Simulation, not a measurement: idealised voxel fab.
process module | voxel self aligned contacts
cross-section cut | 195 nm wide | cells 5 nm
A cross-section is a grid of square cells, given in bands from the top down. A band is one or more rows of cells.
Each band's line starts with the height of the band's top and of its bottom, in nm. Then come its materials from left to right, each with its width in nm. One material with "throughout" fills the band from edge to edge. "air" is empty space.
Height 0 is the level under which the wafer as received is all one material. The lowest band goes on downwards, as in "0 down".
A width such as "30 to 40" changes by the same amount from each row of cells to the next, from the band's top row to its bottom row.
"no change" after a step means that no cell of the cross-section changed.
closed voids: empty space of 8 cells or more with no open way to the top, each as width x height at its distance from the left edge, in nm
after a step's settings: what the simulator itself notes on the step
overlay nm, on a step with a mask: how far to the right of its planned place the mask lay; to the left if negative
plan
1 op RECEIVE | material Si
2 op CONFORMAL_DEP | material SiO2 | thk nm 5
3 op DIRECTIONAL_DEP | material polySi | thk nm 25
4 op DIRECTIONAL_DEP | material SiN | thk nm 25
5 op DIRECTIONAL_DEP | material aC | thk nm 15
6 op PATTERN | tone cover | mask id GATE | material resist | width nm 25 | pitch nm 65 | thk nm 35 | overlay nm 0
7 op DIRECTIONAL_ETCH | etch materials aC | depth nm 15
8 op STRIP | etch materials resist
9 op DIRECTIONAL_ETCH | etch materials SiN | depth nm 25
10 op DIRECTIONAL_ETCH | etch materials polySi | depth nm 25
11 op STRIP | etch materials aC
12 op CONFORMAL_DEP | material SiN | thk nm 10
13 op DIRECTIONAL_ETCH | etch materials SiN | depth nm 10
14 op FILL_DEP | material SiO2 | thk nm 15
15 op CMP | height nm 60
16 op MASKED_ETCH | tone open | mask id CONTACT | width nm 50 | etch materials SiO2 | depth nm 60 | overlay nm 0
17 op CONFORMAL_DEP | material TiN | thk nm 5
18 op FILL_DEP | material Ru | thk nm 5
19 op CMP | height nm 60
20 op CONFORMAL_DEP | material SiN | thk nm 5
first wafer, as planned
as received, after step 1
  0 down: Si throughout
  closed voids: none
after step 2
  5 to 0: SiO2 throughout
  below 0: unchanged
after step 3
  30 to 5: polySi throughout
  below 5: unchanged
after step 4
  55 to 30: SiN throughout
  below 30: unchanged
after step 5
  70 to 55: aC throughout
  below 55: unchanged
after step 6
  105 to 70: air 50 | resist 25 | air 40 | resist 25 | air 55
  below 70: unchanged
after step 7
  90 to 70: air 50 | resist 25 | air 40 | resist 25 | air 55
  70 to 55: air 50 | aC 25 | air 40 | aC 25 | air 55
  below 55: unchanged
after step 8
  70 to 55: air 50 | aC 25 | air 40 | aC 25 | air 55
  below 55: unchanged
after step 9
  70 to 55: air 50 | aC 25 | air 40 | aC 25 | air 55
  55 to 30: air 50 | SiN 25 | air 40 | SiN 25 | air 55
  below 30: unchanged
after step 10
  70 to 55: air 50 | aC 25 | air 40 | aC 25 | air 55
  55 to 30: air 50 | SiN 25 | air 40 | SiN 25 | air 55
  30 to 5: air 50 | polySi 25 | air 40 | polySi 25 | air 55
  below 5: unchanged
after step 11
  55 to 30: air 50 | SiN 25 | air 40 | SiN 25 | air 55
  below 30: unchanged
after step 12
  65 to 30: air 40 | SiN 45 | air 20 | SiN 45 | air 45
  30 to 15: air 40 | SiN 10 | polySi 25 | SiN 10 | air 20 | SiN 10 | polySi 25 | SiN 10 | air 45
  15 to 5: SiN 50 | polySi 25 | SiN 40 | polySi 25 | SiN 55
  below 5: unchanged
after step 13
  55 to 30: air 40 | SiN 45 | air 20 | SiN 45 | air 45
  30 to 5: air 40 | SiN 10 | polySi 25 | SiN 10 | air 20 | SiN 10 | polySi 25 | SiN 10 | air 45
  below 5: unchanged
after step 14
  70 to 55: SiO2 throughout
  55 to 30: SiO2 40 | SiN 45 | SiO2 20 | SiN 45 | SiO2 45
  30 to 5: SiO2 40 | SiN 10 | polySi 25 | SiN 10 | SiO2 20 | SiN 10 | polySi 25 | SiN 10 | SiO2 45
  below 5: unchanged
after step 15
  60 to 55: SiO2 throughout
  below 55: unchanged
after step 16
  60 to 55: SiO2 70 | air 50 | SiO2 75
  55 to 30: SiO2 40 | SiN 45 | air 20 | SiN 45 | SiO2 45
  30 to 5: SiO2 40 | SiN 10 | polySi 25 | SiN 10 | air 20 | SiN 10 | polySi 25 | SiN 10 | SiO2 45
  5 to 0: SiO2 85 | air 20 | SiO2 90
  below 0: unchanged
after step 17
  65 to 60: TiN 75 | air 40 | TiN 80
  60 to 55: SiO2 70 | TiN 20 | air 10 | TiN 20 | SiO2 75
  55 to 30: SiO2 40 | SiN 45 | TiN 5 | air 10 | TiN 5 | SiN 45 | SiO2 45
  30 to 5: SiO2 40 | SiN 10 | polySi 25 | SiN 10 | TiN 5 | air 10 | TiN 5 | SiN 10 | polySi 25 | SiN 10 | SiO2 45
  5 to 0: SiO2 85 | TiN 20 | SiO2 90
  below 0: unchanged
after step 18
  70 to 65: Ru throughout
  65 to 60: TiN 75 | Ru 40 | TiN 80
  60 to 55: SiO2 70 | TiN 20 | Ru 10 | TiN 20 | SiO2 75
  55 to 30: SiO2 40 | SiN 45 | TiN 5 | Ru 10 | TiN 5 | SiN 45 | SiO2 45
  30 to 5: SiO2 40 | SiN 10 | polySi 25 | SiN 10 | TiN 5 | Ru 10 | TiN 5 | SiN 10 | polySi 25 | SiN 10 | SiO2 45
  below 5: unchanged
after step 19
  60 to 55: SiO2 70 | TiN 20 | Ru 10 | TiN 20 | SiO2 75
  below 55: unchanged
after step 20
  65 to 60: SiN throughout
  below 60: unchanged
second wafer: like start, like plan, one mistake. Through step 15 it matches the first wafer
when step 16 should have ended
  60 to 55: air 70 | SiO2 50 | air 75
  55 to 30: air 40 | SiN 45 | SiO2 20 | SiN 45 | air 45
  30 to 5: air 40 | SiN 10 | polySi 25 | SiN 10 | SiO2 20 | SiN 10 | polySi 25 | SiN 10 | air 45
  5 to 0: air 40 | SiO2 110 | air 45
  below 0: unchanged
when step 17 should have ended
  65 to 60: air 65 | TiN 60 | air 70
  60 to 55: air 35 | TiN 35 | SiO2 50 | TiN 35 | air 40
  55 to 30: air 35 | TiN 5 | SiN 45 | SiO2 20 | SiN 45 | TiN 5 | air 40
  30 to 5: air 35 | TiN 5 | SiN 10 | polySi 25 | SiN 10 | SiO2 20 | SiN 10 | polySi 25 | SiN 10 | TiN 5 | air 40
  5 to 0: TiN 40 | SiO2 110 | TiN 45
  below 0: unchanged
when step 18 should have ended
  70 to 65: Ru throughout
  65 to 60: Ru 65 | TiN 60 | Ru 70
  60 to 55: Ru 35 | TiN 35 | SiO2 50 | TiN 35 | Ru 40
  55 to 30: Ru 35 | TiN 5 | SiN 45 | SiO2 20 | SiN 45 | TiN 5 | Ru 40
  30 to 5: Ru 35 | TiN 5 | SiN 10 | polySi 25 | SiN 10 | SiO2 20 | SiN 10 | polySi 25 | SiN 10 | TiN 5 | Ru 40
  below 5: unchanged
when step 19 should have ended
  60 to 55: Ru 35 | TiN 35 | SiO2 50 | TiN 35 | Ru 40
  below 55: unchanged
when step 20 should have ended
  65 to 60: SiN throughout
  below 60: unchanged
what went wrong: step 16 ran as: op MASKED_ETCH | tone cover | mask id CONTACT | width nm 50 | etch materials SiO2 | depth nm 60 | overlay nm 0
at the end the second wafer has, in cells: 143 more of Ru | 162 fewer of SiO2 | 19 more of TiN
